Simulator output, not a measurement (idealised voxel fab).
The document below concerns the process module designated voxel capacitor over wiring.
For reference, the cross-section in this document is cut, with width 270 nm and square cells of 5 nm.
The cross-sections in this document take the form of a grid made of square cells. They are written out as bands, in order from top to bottom. Each band consists of one or more rows of cells. In this notation a band is specified by the heights of its top and bottom, in that order and in nm, after which its materials appear from left to right, each paired with its width in nm. The word "throughout" attached to a single material means that material fills the band from edge to edge; the word "air" stands for empty space. Heights are expressed relative to 0, this being the level below which the as-received wafer comprises one material exclusively. The lowest band is unbounded in the downward direction and is denoted as in "0 nm and below". Read "30..40" as a graded width: first number on top, second number at the bottom, same change between each pair of neighbouring rows. No cell of the cross-section changed in a step that is given as "same as before". Under "Trapped voids" you'll find the enclosed gaps, the ones with no way out to the top, that are 8 cells or bigger; each reads width x height at distance, with distance counted from the left edge, everything in nm. That trailing text on a step's line, after the settings, is the simulator's own remark on the step. Steps that use a mask can have "overlay nm" on their line. It says how far the mask sat to the right of where it was meant to be. Negative means to the left.

### The process steps that were planned are listed below
- 1: RECEIVE (material Si)
- 2: CONFORMAL_DEP (material SiO2; thk nm 10)
- 3: CONFORMAL_DEP (material SiN; thk nm 5)
- 4: DIRECTIONAL_DEP (material SiO2; thk nm 15)
- 5: PATTERN (tone open; mask id METAL_1; material resist; width nm 20; pitch nm 80; thk nm 15; overlay nm 0)
- 6: DIRECTIONAL_ETCH (etch materials SiO2; depth nm 15)
- 7: DIRECTIONAL_ETCH (etch materials SiN; depth nm 5)
- 8: STRIP (etch materials resist)
- 9: CONFORMAL_DEP (material TiN; thk nm 5)
- 10: FILL_DEP (material Cu; thk nm 5)
- 11: CMP (height nm 30)
- 12: CONFORMAL_DEP (material SiCN; thk nm 5)
- 13: DIRECTIONAL_DEP (material SiO2; thk nm 10)
- 14: DIRECTIONAL_DEP (material aC; thk nm 10)
- 15: PATTERN (tone open; mask id PLUG_1; material resist; width nm 15; thk nm 30; overlay nm 0)
- 16: DIRECTIONAL_ETCH (etch materials aC; depth nm 10)
- 17: STRIP (etch materials resist)
- 18: DIRECTIONAL_ETCH (etch materials SiO2; depth nm 10)
- 19: DIRECTIONAL_ETCH (etch materials SiCN; depth nm 5)
- 20: STRIP (etch materials aC)
- 21: EPI (material Ru; thk nm 10)
- 22: EPI (material Ru; thk nm 5)
- 23: DIRECTIONAL_DEP (material TiN; thk nm 5)
- 24: DIRECTIONAL_DEP (material SiN; thk nm 5)
- 25: DIRECTIONAL_DEP (material TiN; thk nm 10)
- 26: MASKED_ETCH (tone cover; mask id UPPER_PLATE; width nm 65; etch materials TiN; depth nm 10; overlay nm 0)
- 27: MASKED_ETCH (tone cover; mask id UPPER_PLATE; width nm 65; etch materials SiN; depth nm 5; overlay nm 0)
- 28: MASKED_ETCH (tone cover; mask id LOWER_PLATE; width nm 75; etch materials TiN; depth nm 5; overlay nm 0)
- 29: FILL_DEP (material SiO2; thk nm 20)
- 30: CMP (height nm 80)
- 31: PATTERN (tone open; mask id PLUG_2; material resist; width nm 15; thk nm 20; overlay nm 0)
- 32: DIRECTIONAL_ETCH (etch materials SiO2; depth nm 15)
- 33: STRIP (etch materials resist)
- 34: CONFORMAL_DEP (material TiN; thk nm 5)
- 35: FILL_DEP (material W; thk nm 10)
- 36: CMP (height nm 80)
- 37: CONFORMAL_DEP (material SiCN; thk nm 5)

### So this is the incoming wafer in cross-section - it's already been through step 1
  0 nm and below = Si throughout
  Trapped voids: none

### This is how the wafer looks in cross-section once the module is done, given the starting state and plan above and one mistake in carrying the plan out
  85 nm to 80 nm = SiCN throughout
  80 nm to 70 nm = SiO2: 100  TiN: 5  W: 5  TiN: 5  SiO2: 155
  70 nm to 60 nm = SiO2: 100..105  TiN: 15..50  SiO2: 155..115
  60 nm to 55 nm = SiO2: 90  TiN: 65  SiO2: 115
  55 nm to 50 nm = SiO2: 90  TiN: 15  SiN: 50  SiO2: 115
  50 nm to 45 nm = SiO2: 85  TiN: 5  SiN: 15  TiN: 55  SiO2: 110
  45 nm to 40 nm = SiCN: 90  TiN: 15  SiCN: 165
  40 nm to 30 nm = SiO2 throughout
  30 nm to 15 nm = SiO2: 85  TiN: 5  Cu: 10  TiN: 5  SiO2: 60  TiN: 5  Cu: 10  TiN: 5  SiO2: 85
  15 nm to 10 nm = SiN: 85  TiN: 20  SiN: 60  TiN: 20  SiN: 85
  10 nm to 0 nm = SiO2 throughout
  0 nm and below = Si throughout
  Trapped voids: none
Where did the run depart from the plan? steps 12 and 13 swapped
